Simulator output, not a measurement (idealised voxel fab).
Process module heading - voxel local oxidation
In the cross-section labelled cut, the width is 250 nm and each square cell is 5 nm.
Square cells in a grid make up a cross-section in this document, and the grid is given as bands, listed from the top down, each one or more rows of cells.
Each band's line starts with the height of the band's top and of its bottom, in nm. Then come its materials from left to right, each with its width in nm. One material with "throughout" fills the band from edge to edge. "air" is empty space.
Measure heights from 0. That's the level where, below it, the as-received wafer is all one material. The lowest band is bottomless and extends downward; write it as in "top 0, no bottom".
You'd read "30..40" like this: the band's top row of cells is as wide as the first number, its bottom row is as wide as the second, and going down, every row changes width by the same amount as the row before did.
Take "no modification" at face value: in the step it is given for, the cross-section changed in none of its cells.
Closed empty spaces (no open way to the top) of 8 cells or more are what "Enclosed internal cavities" lists, each as width x height at distance from the left edge, nm for all three.
Anything after a step's settings on that line? It's the simulator's own note about the step.
The line of a step may include "overlay nm". On a step with a mask, this value is how far to the right of its planned place the mask lay. A negative value means the mask lay to the left.
The process steps that were planned are listed below
1: RECEIVE [material Si]
2: CONFORMAL_DEP [material SiO2] [thk nm 5]
3: CONFORMAL_DEP [material SiN] [thk nm 15]
4: PATTERN [tone cover] [mask id ACTIVE] [material resist] [width nm 130] [thk nm 15] [overlay nm 0]
5: DIRECTIONAL_ETCH [etch materials SiN] [depth nm 15]
6: STRIP [etch materials resist]
7: SELECTIVE_ETCH [etch materials SiO2] [depth nm 5]
8: OXIDIZE [depth nm 15]
9: STRIP [etch materials SiN]
As-received state of the wafer in cross-section, equivalent to post-step 1
- top 0, no bottom  Si throughout
- Enclosed internal cavities: none
Cross-sectional view of the first of the two wafers upon completion of the module, processed in accordance with the plan
- top 5, bottom 0  65 air, 120 SiO2, 65 air
- top 0, bottom -15  80 SiO2, 90 Si, 80 SiO2
- top -15, no bottom  Si throughout
- Enclosed internal cavities: none
Module end: cross-section of wafer two of two. Same start and process plan as the first wafer. One mistake during execution
- top 20, bottom 5  60 air, 130 SiN, 60 air
- top 5, bottom 0  65 air, 120 SiO2, 65 air
- top 0, bottom -15  80 SiO2, 90 Si, 80 SiO2
- top -15, no bottom  Si throughout
- Enclosed internal cavities: none
Error vs. plan: heads up, step 9 of the plan was skipped and never actually ran
Wrapping up, a cell-based count of both wafers puts the second over or under the first for these materials: SiN: 78 more
